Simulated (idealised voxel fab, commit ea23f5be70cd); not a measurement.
The process module presented herein is designated voxel trench capacitor.
FYI the section here is cut, 270 nm wide, cells are 5 nm squares.
This document writes a cross-section as a grid whose cells are square, and gives it as bands, listed from the top down; one or more rows of cells form a band.
A band entry consists of two parts. The first gives the height of the band's top and the height of its bottom, in nm. The rest lists the band's materials from left to right, each with its width in nm. A single material labelled with the word "edge to edge" fills the band from edge to edge, and the word "blank" marks empty space.
Heights from 0 (as-received wafer is one material below). Bottom band endless downward, as "0 nm and below".
When a width is written as two numbers, as in "30->40", the first number is the width in the top row of cells of the band and the second is the width in its bottom row, and the width changes by the same amount from each row to the next.
The cross-section has no changed cell in any step marked "remained unchanged".
Reported under the label "Closed empty spaces" are the empty spaces having no open way to the top and comprising 8 cells or more; the notation for each is width x height at distance, in which the distance is measured from the left edge and all three values are in nm.
What comes after the settings on a step's line is commentary from the simulator itself on that step.
overlay nm: right-of-plan distance of the mask on a masked step; negative values mean left-of-plan.

This section lists the process steps that were planned:
1 RECEIVE with material Si
2 CONFORMAL_DEP with material SiN, thk nm 5
3 PATTERN with tone open, mask id TRENCH, material resist, width nm 25, pitch nm 50, thk nm 20, overlay nm 0
4 DIRECTIONAL_ETCH with etch materials SiN, depth nm 5
5 DIRECTIONAL_ETCH with etch materials Si, depth nm 40
6 STRIP with etch materials resist
7 CONFORMAL_DEP with material SiO2, thk nm 5
8 FILL_DEP with material polySi, thk nm 5
9 CMP with height nm 5

Cross-sectional view of the wafer in its as-received condition, corresponding to the state after step 1:
    0 nm and below = Si edge to edge
    Closed empty spaces: none

What the wafer looks like in cross-section after this module, when it starts as shown above and follows the plan above but one mistake is made in running it:
    5 nm to 0 nm = SiN 70 / SiO2 5 / polySi 20 / SiO2 5 / SiN 20 / SiO2 5 / polySi 20 / SiO2 5 / SiN 20 / SiO2 5 / polySi 20 / SiO2 5 / SiN 70
    0 nm to -35 nm = Si 70 / SiO2 5 / polySi 20 / SiO2 5 / Si 20 / SiO2 5 / polySi 20 / SiO2 5 / Si 20 / SiO2 5 / polySi 20 / SiO2 5 / Si 70
    -35 nm to -40 nm = Si 70 / SiO2 30 / Si 20 / SiO2 30 / Si 20 / SiO2 30 / Si 70
    -40 nm and below = Si edge to edge
    Closed empty spaces: none
Where did the run depart from the plan? step 3 was processed under conditions differing from the plan, specifically as PATTERN with tone open, mask id TRENCH, material resist, width nm 30, pitch nm 50, thk nm 20, overlay nm 0
